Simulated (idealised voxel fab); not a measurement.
This is a process module. Its name is voxel air gaps.
Each square cell in cross-section cut measures 5 nm, and the section as a whole is 210 nm wide.
When this document writes out a cross-section, it uses a grid of square cells and lists it as bands, beginning at the top and moving down, with a band standing for one or more rows of cells.
First you get the band's top height and its bottom height, in nm, and then the materials it's made of, left to right, with each width in nm. If you see a single material with "full width", that one covers the band edge to edge. "empty" is empty space.
A quick word on heights: they are counted from 0, and under that level the wafer as it came to us is one material throughout. The lowest band is different from the rest in having no bottom; it simply continues downward, written as in "0 nm and below".
Width spec "30 to 40" -> top row of cells at first value, bottom row at second value, equal per-row change in between.
Any step labelled "no modification" changed none of the cells in the cross-section.
Closed-off voids of 8+ cells (no open route to the top) go in "Tabulated closed voids", written width x height at distance from the left edge, in nm.
Note: text after step settings on the step line = simulator remark on that step.
Among the settings permitted on a step's line is "overlay nm"; applied to a step with a mask, it specifies the extent to which the mask lay to the right of its planned position, whereas a negative figure signifies a position to the left.

Process steps foreseen in the plan:
- 1: RECEIVE: material Si
- 2: CONFORMAL_DEP: material SiO2, thk nm 10
- 3: CONFORMAL_DEP: material SiN, thk nm 5
- 4: DIRECTIONAL_DEP: material SiO2, thk nm 35
- 5: MASKED_ETCH: tone open, mask id LINES, width nm 15, pitch nm 40, etch materials SiO2, depth nm 35, overlay nm 0
- 6: CONFORMAL_DEP: material TiN, thk nm 5
- 7: FILL_DEP: material Cu, thk nm 5
- 8: CMP: height nm 50
- 9: EPI: material Ru, thk nm 10
- 10: SELECTIVE_ETCH: etch materials SiO2, depth nm 45
- 11: CONFORMAL_DEP: material SiCN, thk nm 5

Incoming wafer in cross-section (state: after step 1):
    0 nm and below = Si full width
    Tabulated closed voids: none

Cross-sectional view of the first of the two wafers upon completion of the module, processed in accordance with the plan:
    65 nm to 60 nm = empty (40)  SiCN (125)  empty (45)
    60 nm to 50 nm = empty (40)  SiCN (5)  Ru (35)  SiCN (5)  Ru (35)  SiCN (5)  Ru (35)  SiCN (5)  empty (45)
    50 nm to 45 nm = empty (40)  SiCN (15)  TiN (5)  Cu (5)  TiN (5)  SiCN (25)  TiN (5)  Cu (5)  TiN (5)  SiCN (25)  TiN (5)  Cu (5)  TiN (5)  SiCN (15)  empty (45)
    45 nm to 20 nm = empty (50)  SiCN (5)  TiN (5)  Cu (5)  TiN (5)  SiCN (5)  empty (15)  SiCN (5)  TiN (5)  Cu (5)  TiN (5)  SiCN (5)  empty (15)  SiCN (5)  TiN (5)  Cu (5)  TiN (5)  SiCN (5)  empty (55)
    20 nm to 15 nm = SiCN (55)  TiN (15)  SiCN (25)  TiN (15)  SiCN (25)  TiN (15)  SiCN (60)
    15 nm to 10 nm = SiN full width
    10 nm to 0 nm = SiO2 full width
    0 nm and below = Si full width
    Tabulated closed voids: 15 x 25 at 75; 15 x 25 at 115

Same start, same plan as the first wafer - but one mistake in the run. Cross-section of the second of the two at the end of the module:
    60 nm to 50 nm = empty (45)  Ru (35)  empty (5)  Ru (35)  empty (5)  Ru (35)  empty (50)
    50 nm to 20 nm = empty (55)  TiN (5)  Cu (5)  TiN (5)  empty (25)  TiN (5)  Cu (5)  TiN (5)  empty (25)  TiN (5)  Cu (5)  TiN (5)  empty (60)
    20 nm to 15 nm = empty (55)  TiN (15)  empty (25)  TiN (15)  empty (25)  TiN (15)  empty (60)
    15 nm to 10 nm = SiN full width
    10 nm to 0 nm = SiO2 full width
    0 nm and below = Si full width
    Tabulated closed voids: none
Heads up, the wafer didn't run the way we planned it: step 11 of the plan was bypassed and not carried out
Looking at both finished wafers in cells, the second ends up ahead of or behind the first on some materials: 112 fewer of SiCN
So at the end we're looking at 2 closed voids on the first wafer and 0 on the second.
